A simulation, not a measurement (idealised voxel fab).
Name of the process module below: voxel fin reveal
FYI the section here is cut, 300 nm wide, cells are 5 nm squares.
Just so we're on the same page, the cross-sections are grids of square cells, and they're listed out in bands top to bottom, each band one or more rows deep.
Band: top and bottom heights (nm) first, top before bottom; then materials from left to right, widths in nm. "edge to edge" marks a sole material filling the band edge to edge. "empty" denotes empty space.
Height reference: 0 = level under which incoming wafer is all one material. Lowest band: no bottom, runs on downward, e.g. "0 and below".
Top row gets the first number, bottom row gets the second, and each row in between changes by the same step: that is how a band width like "30->40" works.
Where a step carries "left unchanged", the cross-section came out of it unchanged, cell for cell.
Closed empty spaces (no open way to the top) of 8 cells or more are what "Encapsulated voids" lists, each as width x height at distance from the left edge, nm for all three.
Anything after a step's settings on that line? It's the simulator's own note about the step.
A step's line can hold "overlay nm"; with a mask on that step, the setting says how far right of the planned place the mask lay, while a negative setting says it lay to the left.
Listed below are the process steps as planned:
1,RECEIVE with material Si
2,CONFORMAL_DEP with material SiN, thk nm 10
3,PATTERN with tone cover, mask id FINS, material resist, width nm 15, pitch nm 35, thk nm 15, overlay nm 0
4,DIRECTIONAL_ETCH with etch materials SiN, depth nm 10
5,DIRECTIONAL_ETCH with etch materials Si, depth nm 35
6,STRIP with etch materials resist
7,FILL_DEP with material SiO2, thk nm 10
8,CMP with height nm 10
9,SELECTIVE_ETCH with etch materials SiO2, depth nm 35
10,STRIP with etch materials SiN
11,CONFORMAL_DEP with material SiO2, thk nm 5
Delivered wafer in cross-section: state after step 1:
* 0 and below: Si edge to edge
* Encapsulated voids: none
Here's the cross-section of the first of our two wafers at the end of the module - it ran as planned:
* 5 down to 0: empty=100 | SiO2=25 | empty=10 | SiO2=25 | empty=10 | SiO2=25 | empty=105
* 0 down to -20: empty=100 | SiO2=5 | Si=15 | SiO2=5 | empty=10 | SiO2=5 | Si=15 | SiO2=5 | empty=10 | SiO2=5 | Si=15 | SiO2=5 | empty=105
* -20 down to -35: SiO2=105 | Si=15 | SiO2=20 | Si=15 | SiO2=20 | Si=15 | SiO2=110
* -35 and below: Si edge to edge
* Encapsulated voids: none
Wafer two cross-section, module end. Start and plan unchanged from wafer one; one mistake made during the run:
* 5 down to 0: empty=100 | SiO2=30 | empty=5 | SiO2=30 | empty=5 | SiO2=30 | empty=100
* 0 down to -20: empty=100 | SiO2=5 | Si=20 | SiO2=5 | empty=5 | SiO2=5 | Si=20 | SiO2=5 | empty=5 | SiO2=5 | Si=20 | SiO2=5 | empty=100
* -20 down to -35: SiO2=105 | Si=20 | SiO2=15 | Si=20 | SiO2=15 | Si=20 | SiO2=105
* -35 and below: Si edge to edge
* Encapsulated voids: none
Which mistake was made when the wafer was run? the process deviated at step 3: the operation and settings actually run there were PATTERN with tone cover, mask id FINS, material resist, width nm 20, pitch nm 35, thk nm 15, overlay nm 0
It is noted that, at the conclusion of processing, the second wafer exhibits a higher or lower cell count for certain materials relative to the first: Si +21, SiO2 -6
